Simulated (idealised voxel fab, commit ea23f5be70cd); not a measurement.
A process module follows: voxel ribs on slabs.
Cross-section cut: width 235 nm, square cells of 5 nm.
Cross-section = grid of square cells, listed top down in bands; band = one or more rows.
Top, bottom (nm), then materials left to right with widths (nm); lone material tagged "all across" fills the whole band edge to edge; "blank" = empty space.
We count height from 0. Below that, the starting wafer is all one material. The lowest band never ends at the bottom but goes on down; see "0 -> down" for how that is written.
A two-number width, for instance "30 to 40", indicates that the width is equal to the first number in the top row of the band and to the second number in the bottom row, and that it changes by a constant amount per row of cells.
Take "all unchanged" at face value: in the step it is given for, the cross-section changed in none of its cells.
The list in "Fully sealed cavities" covers empty spaces of 8 cells or more that cannot reach the top through any open way, and it gives each as width x height at distance; the distance is from the left edge, and width, height and distance are in nm.
That trailing text on a step's line, after the settings, is the simulator's own remark on the step.
Steps that use a mask can have "overlay nm" on their line. It says how far the mask sat to the right of where it was meant to be. Negative means to the left.

## Here's what the planned process steps look like
1) RECEIVE, material Si
2) DIRECTIONAL_DEP, material SiO2, thk nm 20
3) DIRECTIONAL_DEP, material polySi, thk nm 15
4) DIRECTIONAL_DEP, material aC, thk nm 15
5) PATTERN, tone cover, mask id RIB, material resist, width nm 30, thk nm 30, overlay nm 0
6) DIRECTIONAL_ETCH, etch materials aC, depth nm 15
7) STRIP, etch materials resist
8) DIRECTIONAL_ETCH, etch materials polySi, depth nm 5
9) STRIP, etch materials aC
10) MASKED_ETCH, tone cover, mask id SLAB, width nm 80, etch materials polySi, depth nm 10, overlay nm 0
11) FILL_DEP, material SiO2, thk nm 30
12) CMP, height nm 55
13) DIRECTIONAL_DEP, material W, thk nm 5
14) DIRECTIONAL_DEP, material aC, thk nm 15
15) PATTERN, tone cover, mask id HEATER, material resist, width nm 40, thk nm 30, overlay nm 0
16) DIRECTIONAL_ETCH, etch materials aC, depth nm 15
17) STRIP, etch materials resist
18) DIRECTIONAL_ETCH, etch materials W, depth nm 5
19) STRIP, etch materials aC
20) CONFORMAL_DEP, material SiO2, thk nm 5

## Cross-section: wafer on arrival = after step 1
    0 -> down = Si all across
    Fully sealed cavities: none

## The cross-section shown corresponds to the wafer at the conclusion of the module. The initial structure and the process plan are those presented above; however, one mistake occurred in executing the plan
    65 -> 60 = blank=90, then SiO2=50, then blank=95
    60 -> 55 = SiO2=95, then W=40, then SiO2=100
    55 -> 30 = SiO2 all across
    30 -> 25 = polySi=75, then SiO2=80, then polySi=80
    25 -> 20 = polySi=75, then SiO2=25, then polySi=30, then SiO2=25, then polySi=80
    20 -> 0 = SiO2 all across
    0 -> down = Si all across
    Fully sealed cavities: none
What was the processing mistake? step 10 went in with a setting other than planned; the actual run was MASKED_ETCH, tone open, mask id SLAB, width nm 80, etch materials polySi, depth nm 10, overlay nm 0
